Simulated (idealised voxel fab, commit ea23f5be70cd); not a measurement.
Title: Process Module voxel ribs on slabs
The cross-section on display is named cut; it measures 185 nm wide, and its cells are 5 nm squares.
Cross-sections here: square-cell grids, written as top-down lists of bands, a band being one or more rows of cells. The entry gives the band's vertical extent as a top height and a bottom height in nm, then its horizontal make-up as materials from left to right, each with a width in nm. "air" stands for empty space; a single material marked "all across" fills the band edge to edge. Heights from 0 (as-received wafer is one material below). Bottom band endless downward, as "z 0 and below". You'd read "30 to 40" like this: the band's top row of cells is as wide as the first number, its bottom row is as wide as the second, and going down, every row changes width by the same amount as the row before did. When a step is marked "same as before", none of the cells in the cross-section changed during that step. Empty spaces counting at least 8 cells and having no open way to the top are listed in "Sealed internal cavities". The notation width x height at distance is used for each, the distance being from the left edge and all three values in nm. That trailing text on a step's line, after the settings, is the simulator's own remark on the step. "overlay nm", when on a step's line for a step with a mask, measures how far to the right of its planned place the mask lay; a negative measure means to the left.
# Process steps foreseen in the plan
1 RECEIVE,material Si
2 DIRECTIONAL_DEP,material SiO2,thk nm 30
3 DIRECTIONAL_DEP,material SiN,thk nm 20
4 MASKED_ETCH,tone cover,mask id RIB,width nm 25,etch materials SiN,depth nm 15,overlay nm 0
5 MASKED_ETCH,tone cover,mask id SLAB,width nm 65,etch materials SiN,depth nm 5,overlay nm 0
6 FILL_DEP,material SiO2,thk nm 25
7 CMP,height nm 70
8 DIRECTIONAL_DEP,material TiN,thk nm 5
9 PATTERN,tone cover,mask id HEATER,material resist,width nm 35,thk nm 20,overlay nm 0
10 DIRECTIONAL_ETCH,etch materials TiN,depth nm 5
11 STRIP,etch materials resist
12 CONFORMAL_DEP,material SiN,thk nm 5
What sets these wafers apart? The width nm at step 5. They all start alike, and the plan carries the first wafer's value.
# Cross-section: the first of several wafers in its as-received state, i.e. following step 1
    z 0 and below | Si all across
    Sealed internal cavities: none
# Every row in this table is a wafer at the end of the module, and it gives, for each of the materials, the cells that wafer has gained (+) or lost (-) since it was received, then its closed voids
width nm 65, +67 SiN, +490 SiO2, +7 TiN, Sealed internal cavities: none
width nm 70, +68 SiN, +489 SiO2, +7 TiN, Sealed internal cavities: none
width nm 75, +69 SiN, +488 SiO2, +7 TiN, Sealed internal cavities: none
width nm 80, +70 SiN, +487 SiO2, +7 TiN, Sealed internal cavities: none
width nm 85, +71 SiN, +486 SiO2, +7 TiN, Sealed internal cavities: none
width nm 90, +72 SiN, +485 SiO2, +7 TiN, Sealed internal cavities: none
